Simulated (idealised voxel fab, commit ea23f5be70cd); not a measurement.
Documented hereafter: the process module known as voxel fin reveal.
Square cell edge 5 nm, section width 180 nm, ID cut.
A cross-section is written here as square cells arranged in a grid, and it is given in bands from the top down, each band taking up one or more rows of cells. Band: top and bottom heights (nm) first, top before bottom; then materials from left to right, widths in nm. "everywhere" marks a sole material filling the band edge to edge. "empty" denotes empty space. Heads up on the height convention: 0 is the point under which the incoming wafer is all one material, and the lowest band has no bottom, it just keeps going down, like "0 nm and below". It should be noted that a width expressed as "30->40" varies in equal increments from row to row of cells within the band, taking the value of the first number at the top row and that of the second number at the bottom row. "stayed the same" means the step left every cell of the cross-section as it was. Any empty space of 8 cells or more lacking an open way to the top shows up in "closed voids" as width x height at distance, distance from the left edge, in nm. If you see something after the settings on a step's line, that's the simulator's own remark about that step. The optional step-line setting "overlay nm" applies to steps with a mask and quantifies how far to the right of its planned location the mask lay, a negative value indicating leftward placement.
Intended process steps:
1) RECEIVE [material Si]
2) CONFORMAL_DEP [material SiN] [thk nm 10]
3) PATTERN [tone cover] [mask id FINS] [material resist] [width nm 15] [pitch nm 45] [thk nm 15] [overlay nm 0]
4) DIRECTIONAL_ETCH [etch materials SiN] [depth nm 10]
5) DIRECTIONAL_ETCH [etch materials Si] [depth nm 40]
6) STRIP [etch materials resist]
7) OXIDIZE [depth nm 5]
8) FILL_DEP [material SiO2] [thk nm 10]
9) CMP [height nm 10]
10) SELECTIVE_ETCH [etch materials SiO2] [depth nm 30]
11) STRIP [etch materials SiN]
12) CONFORMAL_DEP [material HfO2] [thk nm 5]
Cross-section of the wafer upon arrival, representing the state reached after step 1:
	0 nm and below  Si everywhere
	closed voids: none
End-of-module cross-section of the first of two wafers, processed as planned:
	5 nm to 0 nm  empty=60  HfO2=15  empty=30  HfO2=15  empty=60
	0 nm to -15 nm  empty=60  HfO2=5  Si=5  HfO2=5  empty=30  HfO2=5  Si=5  HfO2=5  empty=60
	-15 nm to -20 nm  HfO2=65  Si=5  HfO2=40  Si=5  HfO2=65
	-20 nm to -45 nm  SiO2=65  Si=5  SiO2=40  Si=5  SiO2=65
	-45 nm and below  Si everywhere
	closed voids: none
Second wafer of the two, sectioned at the end of the module. It began like the first and followed the same plan, but one mistake was made while running it:
	5 nm to 0 nm  empty=70  HfO2=15  empty=30  HfO2=15  empty=50
	0 nm to -15 nm  empty=70  HfO2=5  Si=5  HfO2=5  empty=30  HfO2=5  Si=5  HfO2=5  empty=50
	-15 nm to -20 nm  HfO2=75  Si=5  HfO2=40  Si=5  HfO2=55
	-20 nm to -45 nm  SiO2=75  Si=5  SiO2=40  Si=5  SiO2=55
	-45 nm and below  Si everywhere
	closed voids: none
What was the processing mistake? step 3 ran differently from the plan; actual operation with settings: PATTERN [tone cover] [mask id FINS] [material resist] [width nm 15] [pitch nm 45] [thk nm 15] [overlay nm 10]
Matching per-material cell counts, mismatched positions: that is how the second wafer compares with the first at the end.
